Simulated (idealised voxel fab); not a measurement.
Name of the process module below: voxel gate over fins
In the cross-section labelled cut, the width is 235 nm and each square cell is 5 nm.
Cross-section = grid of square cells, listed top down in bands; band = one or more rows. Basically the band line says how high the top is and how high the bottom is, in nm, and then what's in it from left to right, every material with its width in nm. Empty space shows up as "air", and if a single material carries "throughout" it runs the full band edge to edge. The level at which height equals 0 is the one under which the wafer, as it arrives, is entirely one material. No lower edge exists for the bottom band, which continues downward and is notated as in "z 0 and below". The expression "30..40" gives the width at the extremes of the band, the first number at its top row of cells and the second at its bottom row, with the width changing by equal amounts from each row to the next in between. Where a step carries "all unchanged", the cross-section came out of it unchanged, cell for cell. Listed in "Closed void register": every empty space of 8 or more cells without an open way to the top. Form: width x height at distance, the distance being from the left edge, all in nm. On a step's line, text after the settings is the simulator commenting on that step. overlay nm: right-of-plan distance of the mask on a masked step; negative values mean left-of-plan.

Planned step list for the process
1,op RECEIVE | material Si
2,op CONFORMAL_DEP | material SiN | thk nm 5
3,op PATTERN | tone cover | mask id FINS | material resist | width nm 15 | pitch nm 40 | thk nm 15 | overlay nm 0
4,op DIRECTIONAL_ETCH | etch materials SiN | depth nm 5
5,op DIRECTIONAL_ETCH | etch materials Si | depth nm 35
6,op STRIP | etch materials resist
7,op OXIDIZE | depth nm 5
8,op FILL_DEP | material SiO2 | thk nm 10
9,op CMP | height nm 5
10,op SELECTIVE_ETCH | etch materials SiO2 | depth nm 15
11,op STRIP | etch materials SiN
12,op CONFORMAL_DEP | material HfO2 | thk nm 5
13,op CONFORMAL_DEP | material TiN | thk nm 5
14,op CONFORMAL_DEP | material TiAl | thk nm 5
15,op CONFORMAL_DEP | material TiN | thk nm 5
16,op FILL_DEP | material W | thk nm 10
17,op CMP | height nm 25
18,op CONFORMAL_DEP | material SiCN | thk nm 5

Cross-sectional view of the wafer in its as-received condition, corresponding to the state after step 1
z 0 and below = Si throughout
Closed void register: none

Cross-section taken at module completion on the first of two wafers; processed per the plan
z 30 to 25 = SiCN throughout
z 25 to 20 = W throughout
z 20 to 15 = W 75 nm | TiN 85 nm | W 75 nm
z 15 to 10 = W 75 nm | TiN 5 nm | TiAl 35 nm | TiN 5 nm | TiAl 35 nm | TiN 5 nm | W 75 nm
z 10 to 5 = TiN 80 nm | TiAl 5 nm | TiN 25 nm | TiAl 5 nm | TiN 5 nm | TiAl 5 nm | TiN 25 nm | TiAl 5 nm | TiN 80 nm
z 5 to 0 = TiAl 85 nm | TiN 5 nm | HfO2 15 nm | TiN 5 nm | TiAl 15 nm | TiN 5 nm | HfO2 15 nm | TiN 5 nm | TiAl 85 nm
z 0 to -5 = TiN 90 nm | HfO2 5 nm | Si 5 nm | HfO2 5 nm | TiN 25 nm | HfO2 5 nm | Si 5 nm | HfO2 5 nm | TiN 90 nm
z -5 to -10 = HfO2 95 nm | Si 5 nm | HfO2 35 nm | Si 5 nm | HfO2 95 nm
z -10 to -40 = SiO2 95 nm | Si 5 nm | SiO2 35 nm | Si 5 nm | SiO2 95 nm
z -40 and below = Si throughout
Closed void register: none

Wafer two, end of module, cross-section. Same start, same plan as wafer one. One mistake in the run
z 30 to 25 = SiCN throughout
z 25 to 20 = W throughout
z 20 to 15 = W 75 nm | TiN 85 nm | W 75 nm
z 15 to 10 = W 75 nm | TiN 5 nm | TiAl 35 nm | TiN 5 nm | TiAl 35 nm | TiN 5 nm | W 75 nm
z 10 to 5 = TiN 80 nm | TiAl 5 nm | TiN 25 nm | TiAl 5 nm | TiN 5 nm | TiAl 5 nm | TiN 25 nm | TiAl 5 nm | TiN 80 nm
z 5 to 0 = TiAl 85 nm | TiN 5 nm | HfO2 15 nm | TiN 5 nm | TiAl 15 nm | TiN 5 nm | HfO2 15 nm | TiN 5 nm | TiAl 85 nm
z 0 to -5 = TiN 90 nm | HfO2 5 nm | Si 5 nm | HfO2 5 nm | TiN 25 nm | HfO2 5 nm | Si 5 nm | HfO2 5 nm | TiN 90 nm
z -5 to -10 = HfO2 95 nm | Si 5 nm | HfO2 35 nm | Si 5 nm | HfO2 95 nm
z -10 to -75 = SiO2 95 nm | Si 5 nm | SiO2 35 nm | Si 5 nm | SiO2 95 nm
z -75 and below = Si throughout
Closed void register: none
Deviation noted in wafer processing: plan step 5 was twice executed
Final tally in cells, some materials are higher or lower on the second wafer than on the first: Si: 315 fewer, SiO2: 315 more
